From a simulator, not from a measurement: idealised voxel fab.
The name of this process module is voxel ribs on slabs.
For reference, the cross-section in this document is cut, with width 150 nm and square cells of 5 nm.
When this document writes out a cross-section, it uses a grid of square cells and lists it as bands, beginning at the top and moving down, with a band standing for one or more rows of cells. Per band: top height and bottom height in nm, followed by the left-to-right materials and their widths in nm; "throughout" marks a single material spanning edge to edge, "blank" marks empty space. Height reference: 0 = level under which incoming wafer is all one material. Lowest band: no bottom, runs on downward, e.g. "top 0, no bottom". The two numbers in a width such as "30->40" mark its ends across the band: the first belongs to the top row of cells, the second to the bottom row, and from each row to the next the width moves by the same amount. When a step is marked "no change", none of the cells in the cross-section changed during that step. "Enclosed internal voids" - sealed voids, min. 8 cells, no opening to top; format: width x height at distance (distance from left edge; nm throughout). What comes after the settings on a step's line is commentary from the simulator itself on that step. Among the settings permitted on a step's line is "overlay nm"; applied to a step with a mask, it specifies the extent to which the mask lay to the right of its planned position, whereas a negative figure signifies a position to the left.
-- So here's the lineup of process steps we planned
1. RECEIVE, material Si
2. DIRECTIONAL_DEP, material SiO2, thk nm 20
3. DIRECTIONAL_DEP, material SiN, thk nm 25
4. MASKED_ETCH, tone cover, mask id RIB, width nm 25, etch materials SiN, depth nm 15, overlay nm 0
5. MASKED_ETCH, tone cover, mask id SLAB, width nm 75, etch materials SiN, depth nm 10, overlay nm 0
6. FILL_DEP, material SiO2, thk nm 15
7. CMP, height nm 55
8. DIRECTIONAL_DEP, material W, thk nm 10
9. DIRECTIONAL_DEP, material aC, thk nm 15
10. PATTERN, tone cover, mask id HEATER, material resist, width nm 35, thk nm 30, overlay nm 0
11. DIRECTIONAL_ETCH, etch materials aC, depth nm 15
12. STRIP, etch materials resist
13. DIRECTIONAL_ETCH, etch materials W, depth nm 10
14. STRIP, etch materials aC
15. CONFORMAL_DEP, material SiO2, thk nm 5
-- First of two wafers - as planned
-- Cross-section: wafer on arrival = after step 1
> top 0, no bottom  Si throughout
> Enclosed internal voids: none
-- Take a look at the wafer's cross-section after step 2
> top 20, bottom 0  SiO2 throughout
> Below 0, the layers are the same as they were.
-- Take a look at the wafer's cross-section after step 3
> top 45, bottom 20  SiN throughout
> Below 20, the layers are the same as they were.
-- Take a look at the wafer's cross-section after step 4
> top 45, bottom 30  60 of blank; 25 of SiN; 65 of blank
> Below 30, the layers are the same as they were.
-- Take a look at the wafer's cross-section after step 5
> top 45, bottom 30  60 of blank; 25 of SiN; 65 of blank
> top 30, bottom 20  35 of blank; 75 of SiN; 40 of blank
> Below 20, the layers are the same as they were.
-- Take a look at the wafer's cross-section after step 6
> top 60, bottom 45  SiO2 throughout
> top 45, bottom 30  60 of SiO2; 25 of SiN; 65 of SiO2
> top 30, bottom 20  35 of SiO2; 75 of SiN; 40 of SiO2
> Below 20, the layers are the same as they were.
-- Take a look at the wafer's cross-section after step 7
> top 55, bottom 45  SiO2 throughout
> Below 45, the layers are the same as they were.
-- Take a look at the wafer's cross-section after step 8
> top 65, bottom 55  W throughout
> Below 55, the layers are the same as they were.
-- Take a look at the wafer's cross-section after step 9
> top 80, bottom 65  aC throughout
> Below 65, the layers are the same as they were.
-- Take a look at the wafer's cross-section after step 10
> top 110, bottom 80  55 of blank; 35 of resist; 60 of blank
> Below 80, the layers are the same as they were.
-- Take a look at the wafer's cross-section after step 11
> top 95, bottom 80  55 of blank; 35 of resist; 60 of blank
> top 80, bottom 65  55 of blank; 35 of aC; 60 of blank
> Below 65, the layers are the same as they were.
-- Take a look at the wafer's cross-section after step 12
> top 80, bottom 65  55 of blank; 35 of aC; 60 of blank
> Below 65, the layers are the same as they were.
-- Take a look at the wafer's cross-section after step 13
> top 80, bottom 65  55 of blank; 35 of aC; 60 of blank
> top 65, bottom 55  55 of blank; 35 of W; 60 of blank
> Below 55, the layers are the same as they were.
-- Take a look at the wafer's cross-section after step 14
> top 65, bottom 55  55 of blank; 35 of W; 60 of blank
> Below 55, the layers are the same as they were.
-- Take a look at the wafer's cross-section after step 15
> top 70, bottom 65  50 of blank; 45 of SiO2; 55 of blank
> top 65, bottom 60  50 of blank; 5 of SiO2; 35 of W; 5 of SiO2; 55 of blank
> top 60, bottom 55  55 of SiO2; 35 of W; 60 of SiO2
> Below 55, the layers are the same as they were.
-- Okay, second wafer. Nothing different at the start, nothing different in the plan, just one mistake somewhere in the running. As far as step 3, counting that step, it's the first wafer all over again
-- Second wafer, cut view, end of step 4 per plan
> top 45, bottom 35  60 of blank; 25 of SiN; 65 of blank
> Below 35, the layers are the same as they were.
-- Second wafer, cut view, end of step 5 per plan
> top 45, bottom 35  60 of blank; 25 of SiN; 65 of blank
> top 35, bottom 25  35 of blank; 75 of SiN; 40 of blank
> Below 25, the layers are the same as they were.
-- Second wafer, cut view, end of step 6 per plan
> top 60, bottom 45  SiO2 throughout
> top 45, bottom 35  60 of SiO2; 25 of SiN; 65 of SiO2
> top 35, bottom 25  35 of SiO2; 75 of SiN; 40 of SiO2
> Below 25, the layers are the same as they were.
-- Second wafer, cut view, end of step 7 per plan
> top 55, bottom 45  SiO2 throughout
> Below 45, the layers are the same as they were.
-- Second wafer, cut view, end of step 8 per plan
> top 65, bottom 55  W throughout
> Below 55, the layers are the same as they were.
-- Second wafer, cut view, end of step 9 per plan
> top 80, bottom 65  aC throughout
> Below 65, the layers are the same as they were.
-- Second wafer, cut view, end of step 10 per plan
> top 110, bottom 80  55 of blank; 35 of resist; 60 of blank
> Below 80, the layers are the same as they were.
-- Second wafer, cut view, end of step 11 per plan
> top 95, bottom 80  55 of blank; 35 of resist; 60 of blank
> top 80, bottom 65  55 of blank; 35 of aC; 60 of blank
> Below 65, the layers are the same as they were.
-- Second wafer, cut view, end of step 12 per plan
> top 80, bottom 65  55 of blank; 35 of aC; 60 of blank
> Below 65, the layers are the same as they were.
-- Second wafer, cut view, end of step 13 per plan
> top 80, bottom 65  55 of blank; 35 of aC; 60 of blank
> top 65, bottom 55  55 of blank; 35 of W; 60 of blank
> Below 55, the layers are the same as they were.
-- Second wafer, cut view, end of step 14 per plan
> top 65, bottom 55  55 of blank; 35 of W; 60 of blank
> Below 55, the layers are the same as they were.
-- Second wafer, cut view, end of step 15 per plan
> top 70, bottom 65  50 of blank; 45 of SiO2; 55 of blank
> top 65, bottom 60  50 of blank; 5 of SiO2; 35 of W; 5 of SiO2; 55 of blank
> top 60, bottom 55  55 of SiO2; 35 of W; 60 of SiO2
> Below 55, the layers are the same as they were.
Short version of what went wrong: step 4 was processed under conditions differing from the plan, specifically as MASKED_ETCH, tone cover, mask id RIB, width nm 25, etch materials SiN, depth nm 10, overlay nm 0
In the final state, the cell counts of the second wafer exceed or fall short of those of the first for the following materials: SiN +25, SiO2 -25
